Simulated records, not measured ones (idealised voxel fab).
process module | voxel self aligned contacts
cross-section cut | 205 nm wide | cells 5 nm
A cross-section is a grid of square cells, given in bands from the top down. A band is one or more rows of cells.
Each band's line starts with the height of the band's top and of its bottom, in nm. Then come its materials from left to right, each with its width in nm. One material with "throughout" fills the band from edge to edge. "air" is empty space.
Height 0 is the level under which the wafer as received is all one material. The lowest band goes on downwards, as in "0 down".
A width such as "30 to 40" changes by the same amount from each row of cells to the next, from the band's top row to its bottom row.
"no change" after a step means that no cell of the cross-section changed.
closed voids: empty space of 8 cells or more with no open way to the top, each as width x height at its distance from the left edge, in nm
after a step's settings: what the simulator itself notes on the step
overlay nm, on a step with a mask: how far to the right of its planned place the mask lay; to the left if negative
plan
1 op RECEIVE | material Si
2 op OXIDIZE | depth nm 5
3 op DIRECTIONAL_DEP | material polySi | thk nm 20
4 op DIRECTIONAL_DEP | material SiN | thk nm 15
5 op DIRECTIONAL_DEP | material aC | thk nm 10
6 op PATTERN | tone cover | mask id GATE | material resist | width nm 30 | pitch nm 55 | thk nm 25 | overlay nm 0
7 op DIRECTIONAL_ETCH | etch materials aC | depth nm 10
8 op STRIP | etch materials resist
9 op DIRECTIONAL_ETCH | etch materials SiN | depth nm 15
10 op DIRECTIONAL_ETCH | etch materials polySi | depth nm 20
11 op STRIP | etch materials aC
12 op CONFORMAL_DEP | material SiN | thk nm 5
13 op DIRECTIONAL_ETCH | etch materials SiN | depth nm 5
14 op FILL_DEP | material SiO2 | thk nm 15
15 op CMP | height nm 40
16 op DIRECTIONAL_DEP | material aC | thk nm 10
17 op PATTERN | tone open | mask id CONTACT | material resist | width nm 35 | pitch nm 55 | thk nm 30 | overlay nm 0
18 op DIRECTIONAL_ETCH | etch materials aC | depth nm 10
19 op STRIP | etch materials resist
20 op DIRECTIONAL_ETCH | etch materials SiO2 | depth nm 45
21 op STRIP | etch materials aC
22 op CONFORMAL_DEP | material TiN | thk nm 5
23 op FILL_DEP | material Ru | thk nm 10
24 op CMP | height nm 40
25 op CONFORMAL_DEP | material SiN | thk nm 5
first wafer, as planned
as received, after step 1
  0 down: Si throughout
  closed voids: none
after step 2
  0 to -5: SiO2 throughout
  below -5: unchanged
after step 3
  20 to 0: polySi throughout
  below 0: unchanged
after step 4
  35 to 20: SiN throughout
  below 20: unchanged
after step 5
  45 to 35: aC throughout
  below 35: unchanged
after step 6
  70 to 45: air 30 | resist 30 | air 25 | resist 30 | air 25 | resist 30 | air 35
  below 45: unchanged
after step 7
  60 to 45: air 30 | resist 30 | air 25 | resist 30 | air 25 | resist 30 | air 35
  45 to 35: air 30 | aC 30 | air 25 | aC 30 | air 25 | aC 30 | air 35
  below 35: unchanged
after step 8
  45 to 35: air 30 | aC 30 | air 25 | aC 30 | air 25 | aC 30 | air 35
  below 35: unchanged
after step 9
  45 to 35: air 30 | aC 30 | air 25 | aC 30 | air 25 | aC 30 | air 35
  35 to 20: air 30 | SiN 30 | air 25 | SiN 30 | air 25 | SiN 30 | air 35
  below 20: unchanged
after step 10
  45 to 35: air 30 | aC 30 | air 25 | aC 30 | air 25 | aC 30 | air 35
  35 to 20: air 30 | SiN 30 | air 25 | SiN 30 | air 25 | SiN 30 | air 35
  20 to 0: air 30 | polySi 30 | air 25 | polySi 30 | air 25 | polySi 30 | air 35
  below 0: unchanged
after step 11
  35 to 20: air 30 | SiN 30 | air 25 | SiN 30 | air 25 | SiN 30 | air 35
  below 20: unchanged
after step 12
  40 to 20: air 25 | SiN 40 | air 15 | SiN 40 | air 15 | SiN 40 | air 30
  20 to 5: air 25 | SiN 5 | polySi 30 | SiN 5 | air 15 | SiN 5 | polySi 30 | SiN 5 | air 15 | SiN 5 | polySi 30 | SiN 5 | air 30
  5 to 0: SiN 30 | polySi 30 | SiN 25 | polySi 30 | SiN 25 | polySi 30 | SiN 35
  below 0: unchanged
after step 13
  35 to 20: air 25 | SiN 40 | air 15 | SiN 40 | air 15 | SiN 40 | air 30
  20 to 0: air 25 | SiN 5 | polySi 30 | SiN 5 | air 15 | SiN 5 | polySi 30 | SiN 5 | air 15 | SiN 5 | polySi 30 | SiN 5 | air 30
  below 0: unchanged
after step 14
  50 to 35: SiO2 throughout
  35 to 20: SiO2 25 | SiN 40 | SiO2 15 | SiN 40 | SiO2 15 | SiN 40 | SiO2 30
  20 to 0: SiO2 25 | SiN 5 | polySi 30 | SiN 5 | SiO2 15 | SiN 5 | polySi 30 | SiN 5 | SiO2 15 | SiN 5 | polySi 30 | SiN 5 | SiO2 30
  below 0: unchanged
after step 15
  40 to 35: SiO2 throughout
  below 35: unchanged
after step 16
  50 to 40: aC throughout
  below 40: unchanged
after step 17
  80 to 50: resist 55 | air 35 | resist 20 | air 35 | resist 60
  below 50: unchanged
after step 18
  70 to 50: resist 55 | air 35 | resist 20 | air 35 | resist 60
  50 to 40: aC 55 | air 35 | aC 20 | air 35 | aC 60
  below 40: unchanged
after step 19
  50 to 40: aC 55 | air 35 | aC 20 | air 35 | aC 60
  below 40: unchanged
after step 20
  50 to 40: aC 55 | air 35 | aC 20 | air 35 | aC 60
  40 to 35: SiO2 55 | air 35 | SiO2 20 | air 35 | SiO2 60
  35 to 20: SiO2 25 | SiN 40 | air 15 | SiN 40 | air 15 | SiN 40 | SiO2 30
  20 to 0: SiO2 25 | SiN 5 | polySi 30 | SiN 5 | air 15 | SiN 5 | polySi 30 | SiN 5 | air 15 | SiN 5 | polySi 30 | SiN 5 | SiO2 30
  0 to -5: SiO2 65 | air 15 | SiO2 40 | air 15 | SiO2 70
  below -5: unchanged
after step 21
  40 to 35: SiO2 55 | air 35 | SiO2 20 | air 35 | SiO2 60
  below 35: unchanged
after step 22
  45 to 40: TiN 60 | air 25 | TiN 30 | air 25 | TiN 65
  40 to 35: SiO2 55 | TiN 15 | air 5 | TiN 15 | SiO2 20 | TiN 15 | air 5 | TiN 15 | SiO2 60
  35 to 20: SiO2 25 | SiN 40 | TiN 5 | air 5 | TiN 5 | SiN 40 | TiN 5 | air 5 | TiN 5 | SiN 40 | SiO2 30
  20 to 0: SiO2 25 | SiN 5 | polySi 30 | SiN 5 | TiN 5 | air 5 | TiN 5 | SiN 5 | polySi 30 | SiN 5 | TiN 5 | air 5 | TiN 5 | SiN 5 | polySi 30 | SiN 5 | SiO2 30
  0 to -5: SiO2 65 | TiN 15 | SiO2 40 | TiN 15 | SiO2 70
  below -5: unchanged
after step 23
  55 to 45: Ru throughout
  45 to 40: TiN 60 | Ru 25 | TiN 30 | Ru 25 | TiN 65
  40 to 35: SiO2 55 | TiN 15 | Ru 5 | TiN 15 | SiO2 20 | TiN 15 | Ru 5 | TiN 15 | SiO2 60
  35 to 20: SiO2 25 | SiN 40 | TiN 5 | Ru 5 | TiN 5 | SiN 40 | TiN 5 | Ru 5 | TiN 5 | SiN 40 | SiO2 30
  20 to 0: SiO2 25 | SiN 5 | polySi 30 | SiN 5 | TiN 5 | Ru 5 | TiN 5 | SiN 5 | polySi 30 | SiN 5 | TiN 5 | Ru 5 | TiN 5 | SiN 5 | polySi 30 | SiN 5 | SiO2 30
  below 0: unchanged
after step 24
  40 to 35: SiO2 55 | TiN 15 | Ru 5 | TiN 15 | SiO2 20 | TiN 15 | Ru 5 | TiN 15 | SiO2 60
  below 35: unchanged
after step 25
  45 to 40: SiN throughout
  below 40: unchanged
second wafer: like start, like plan, one mistake. Through step 16 it matches the first wafer
when step 17 should have ended
  80 to 50: resist 60 | air 35 | resist 20 | air 35 | resist 55
  below 50: unchanged
when step 18 should have ended
  70 to 50: resist 60 | air 35 | resist 20 | air 35 | resist 55
  50 to 40: aC 60 | air 35 | aC 20 | air 35 | aC 55
  below 40: unchanged
when step 19 should have ended
  50 to 40: aC 60 | air 35 | aC 20 | air 35 | aC 55
  below 40: unchanged
when step 20 should have ended
  50 to 40: aC 60 | air 35 | aC 20 | air 35 | aC 55
  40 to 35: SiO2 60 | air 35 | SiO2 20 | air 35 | SiO2 55
  35 to 20: SiO2 25 | SiN 40 | air 15 | SiN 40 | air 15 | SiN 40 | SiO2 30
  20 to 0: SiO2 25 | SiN 5 | polySi 30 | SiN 5 | air 15 | SiN 5 | polySi 30 | SiN 5 | air 15 | SiN 5 | polySi 30 | SiN 5 | SiO2 30
  0 to -5: SiO2 65 | air 15 | SiO2 40 | air 15 | SiO2 70
  below -5: unchanged
when step 21 should have ended
  40 to 35: SiO2 60 | air 35 | SiO2 20 | air 35 | SiO2 55
  below 35: unchanged
when step 22 should have ended
  45 to 40: TiN 65 | air 25 | TiN 30 | air 25 | TiN 60
  40 to 35: SiO2 60 | TiN 10 | air 5 | TiN 20 | SiO2 20 | TiN 10 | air 5 | TiN 20 | SiO2 55
  35 to 20: SiO2 25 | SiN 40 | TiN 5 | air 5 | TiN 5 | SiN 40 | TiN 5 | air 5 | TiN 5 | SiN 40 | SiO2 30
  20 to 0: SiO2 25 | SiN 5 | polySi 30 | SiN 5 | TiN 5 | air 5 | TiN 5 | SiN 5 | polySi 30 | SiN 5 | TiN 5 | air 5 | TiN 5 | SiN 5 | polySi 30 | SiN 5 | SiO2 30
  0 to -5: SiO2 65 | TiN 15 | SiO2 40 | TiN 15 | SiO2 70
  below -5: unchanged
when step 23 should have ended
  55 to 45: Ru throughout
  45 to 40: TiN 65 | Ru 25 | TiN 30 | Ru 25 | TiN 60
  40 to 35: SiO2 60 | TiN 10 | Ru 5 | TiN 20 | SiO2 20 | TiN 10 | Ru 5 | TiN 20 | SiO2 55
  35 to 20: SiO2 25 | SiN 40 | TiN 5 | Ru 5 | TiN 5 | SiN 40 | TiN 5 | Ru 5 | TiN 5 | SiN 40 | SiO2 30
  20 to 0: SiO2 25 | SiN 5 | polySi 30 | SiN 5 | TiN 5 | Ru 5 | TiN 5 | SiN 5 | polySi 30 | SiN 5 | TiN 5 | Ru 5 | TiN 5 | SiN 5 | polySi 30 | SiN 5 | SiO2 30
  below 0: unchanged
when step 24 should have ended
  40 to 35: SiO2 60 | TiN 10 | Ru 5 | TiN 20 | SiO2 20 | TiN 10 | Ru 5 | TiN 20 | SiO2 55
  below 35: unchanged
when step 25 should have ended
  45 to 40: SiN throughout
  below 40: unchanged
what went wrong: step 17 ran as: op PATTERN | tone open | mask id CONTACT | material resist | width nm 35 | pitch nm 55 | thk nm 30 | overlay nm 5
at the end the second wafer has, in cells: as many of each material as the first, in other places
